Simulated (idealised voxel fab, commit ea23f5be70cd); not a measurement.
process module | voxel wiring stack
cross-section cut | 220 nm wide | cells 5 nm
A cross-section is a grid of square cells, given in bands from the top down. A band is one or more rows of cells.
Each band's line starts with the height of the band's top and of its bottom, in nm. Then come its materials from left to right, each with its width in nm. One material with "throughout" fills the band from edge to edge. "air" is empty space.
Height 0 is the level under which the wafer as received is all one material. The lowest band goes on downwards, as in "0 down".
A width such as "30 to 40" changes by the same amount from each row of cells to the next, from the band's top row to its bottom row.
"no change" after a step means that no cell of the cross-section changed.
closed voids: empty space of 8 cells or more with no open way to the top, each as width x height at its distance from the left edge, in nm
after a step's settings: what the simulator itself notes on the step
overlay nm, on a step with a mask: how far to the right of its planned place the mask lay; to the left if negative
plan
1 op RECEIVE | material Si
2 op CONFORMAL_DEP | material SiO2 | thk nm 10
3 op CONFORMAL_DEP | material SiN | thk nm 5
4 op DIRECTIONAL_DEP | material lowk | thk nm 20
5 op MASKED_ETCH | tone open | mask id METAL_1 | width nm 30 | pitch nm 50 | etch materials lowk | depth nm 20 | overlay nm 0
6 op MASKED_ETCH | tone open | mask id METAL_1 | width nm 30 | pitch nm 50 | etch materials SiN | depth nm 5 | overlay nm 0
7 op CONFORMAL_DEP | material TiN | thk nm 5
8 op FILL_DEP | material Cu | thk nm 10
9 op CMP | height nm 35
10 op EPI | material Ru | thk nm 5
11 op FILL_DEP | material SiCN | thk nm 5
12 op DIRECTIONAL_DEP | material lowk | thk nm 20
13 op MASKED_ETCH | tone open | mask id PLUG_1 | width nm 15 | etch materials lowk | depth nm 20 | overlay nm 0
14 op MASKED_ETCH | tone open | mask id PLUG_1 | width nm 15 | etch materials SiCN | depth nm 5 | overlay nm 0
15 op EPI | material Ru | thk nm 10
16 op EPI | material Ru | thk nm 10
17 op EPI | material Ru | thk nm 5
18 op CONFORMAL_DEP | material SiN | thk nm 5
19 op DIRECTIONAL_DEP | material lowk | thk nm 25
20 op MASKED_ETCH | tone open | mask id METAL_2 | width nm 30 | pitch nm 50 | etch materials lowk | depth nm 25 | overlay nm 0
21 op MASKED_ETCH | tone open | mask id METAL_2 | width nm 30 | pitch nm 50 | etch materials SiN | depth nm 5 | overlay nm 0
22 op CONFORMAL_DEP | material TiN | thk nm 5
23 op FILL_DEP | material W | thk nm 10
24 op CMP | height nm 95
25 op CONFORMAL_DEP | material SiCN | thk nm 5
26 op DIRECTIONAL_DEP | material SiO2 | thk nm 15
27 op PATTERN | tone open | mask id PLUG_2 | material resist | width nm 15 | pitch nm 50 | thk nm 20 | overlay nm 0
28 op DIRECTIONAL_ETCH | etch materials SiO2 | depth nm 15
29 op DIRECTIONAL_ETCH | etch materials SiCN | depth nm 5
30 op STRIP | etch materials resist
31 op EPI | material Ru | thk nm 10
32 op EPI | material Ru | thk nm 10
33 op CONFORMAL_DEP | material SiCN | thk nm 5
34 op DIRECTIONAL_DEP | material SiO2 | thk nm 15
35 op MASKED_ETCH | tone open | mask id METAL_3 | width nm 30 | pitch nm 50 | etch materials SiO2 | depth nm 15 | overlay nm 0
36 op MASKED_ETCH | tone open | mask id METAL_3 | width nm 30 | pitch nm 50 | etch materials SiCN | depth nm 5 | overlay nm 0
37 op CONFORMAL_DEP | material TiN | thk nm 5
38 op FILL_DEP | material W | thk nm 5
39 op CMP | height nm 135
40 op EPI | material Ru | thk nm 5
41 op FILL_DEP | material SiCN | thk nm 5
42 op DIRECTIONAL_DEP | material SiO2 | thk nm 10
43 op MASKED_ETCH | tone open | mask id PLUG_3 | width nm 15 | pitch nm 50 | etch materials SiO2 | depth nm 10 | overlay nm 0
44 op MASKED_ETCH | tone open | mask id PLUG_3 | width nm 15 | pitch nm 50 | etch materials SiCN | depth nm 5 | overlay nm 0
45 op EPI | material Ru | thk nm 10
46 op EPI | material Ru | thk nm 5
47 op CONFORMAL_DEP | material SiCN | thk nm 5
48 op DIRECTIONAL_DEP | material lowk | thk nm 15
49 op MASKED_ETCH | tone open | mask id METAL_4 | width nm 30 | pitch nm 50 | etch materials lowk | depth nm 15 | overlay nm 0
50 op MASKED_ETCH | tone open | mask id METAL_4 | width nm 30 | pitch nm 50 | etch materials SiCN | depth nm 5 | overlay nm 0
51 op CONFORMAL_DEP | material TiN | thk nm 5
52 op FILL_DEP | material W | thk nm 10
53 op CMP | height nm 175
54 op CONFORMAL_DEP | material SiCN | thk nm 5
as received, after step 1
  0 down: Si throughout
  closed voids: none
first wafer at the end, as planned
  180 to 175: SiCN throughout
  175 to 160: lowk 70 | TiN 5 | W 20 | TiN 5 | lowk 20 | TiN 5 | W 20 | TiN 5 | lowk 70
  160 to 155: SiCN 70 | TiN 30 | SiCN 20 | TiN 30 | SiCN 70
  155 to 145: SiO2 70 | Ru 15 | SiO2 35 | Ru 15 | SiO2 85
  145 to 135: SiCN 70 to 65 | Ru 15 to 40 | SiCN 35 to 10 | Ru 15 to 40 | SiCN 85 to 65
  135 to 120: SiO2 70 | TiN 5 | W 20 | TiN 5 | SiO2 20 | TiN 5 | W 20 | TiN 5 | SiO2 70
  120 to 115: SiCN 70 | TiN 30 | SiCN 20 | TiN 30 | SiCN 70
  115 to 100: SiO2 70 | Ru 15 | SiO2 35 | Ru 15 | SiO2 85
  100 to 95: SiCN 70 | Ru 15 | SiCN 35 | Ru 15 | SiCN 85
  95 to 70: lowk 70 | TiN 5 | W 20 | TiN 5 | lowk 20 | TiN 5 | W 20 | TiN 5 | lowk 70
  70 to 65: SiN 70 | TiN 30 | SiN 20 | TiN 30 | SiN 70
  65 to 45: lowk 70 | Ru 15 | lowk 135
  45 to 40: SiCN 70 | Ru 15 | SiCN 135
  40 to 35: SiCN 65 | Ru 40 | SiCN 10 | Ru 40 | SiCN 65
  35 to 15: lowk 70 | TiN 5 | Cu 20 | TiN 5 | lowk 20 | TiN 5 | Cu 20 | TiN 5 | lowk 70
  15 to 10: SiN 70 | TiN 30 | SiN 20 | TiN 30 | SiN 70
  10 to 0: SiO2 throughout
  0 down: Si throughout
  closed voids: none
second wafer at the end: like start, like plan, one mistake
  180 to 175: SiCN throughout
  175 to 160: lowk 70 | TiN 5 | W 20 | TiN 5 | lowk 20 | TiN 5 | W 20 | TiN 5 | lowk 70
  160 to 155: SiCN 70 | TiN 30 | SiCN 20 | TiN 30 | SiCN 70
  155 to 145: SiO2 70 | Ru 15 | SiO2 35 | Ru 15 | SiO2 85
  145 to 135: SiCN 70 to 65 | Ru 15 to 40 | SiCN 35 to 10 | Ru 15 to 40 | SiCN 85 to 65
  135 to 120: SiO2 70 | TiN 5 | W 20 | TiN 5 | SiO2 20 | TiN 5 | W 20 | TiN 5 | SiO2 70
  120 to 115: SiCN 70 | TiN 30 | SiCN 20 | TiN 30 | SiCN 70
  115 to 100: SiO2 70 | Ru 15 | SiO2 35 | Ru 15 | SiO2 85
  100 to 95: SiCN 70 | Ru 15 | SiCN 35 | Ru 15 | SiCN 85
  95 to 70: lowk 70 | TiN 5 | W 20 | TiN 5 | lowk 20 | TiN 5 | W 20 | TiN 5 | lowk 70
  70 to 65: SiN 70 | TiN 30 | SiN 20 | TiN 30 | SiN 70
  65 to 45: lowk 70 | Ru 15 | lowk 135
  45 to 40: SiCN 70 | Ru 15 | SiCN 135
  40 to 35: SiCN 65 | Ru 40 | SiCN 10 | Ru 40 | SiCN 65
  35 to 20: lowk 70 | TiN 5 | Cu 20 | TiN 5 | lowk 20 | TiN 5 | Cu 20 | TiN 5 | lowk 70
  20 to 15: lowk 70 | TiN 30 | lowk 20 | TiN 30 | lowk 70
  15 to 10: Cu throughout
  10 to 0: SiO2 throughout
  0 down: Si throughout
  closed voids: none
what went wrong: step 3 ran as: op CONFORMAL_DEP | material Cu | thk nm 5
at the end the second wafer has, in cells: 36 more of Cu | 32 fewer of SiN | 4 fewer of TiN
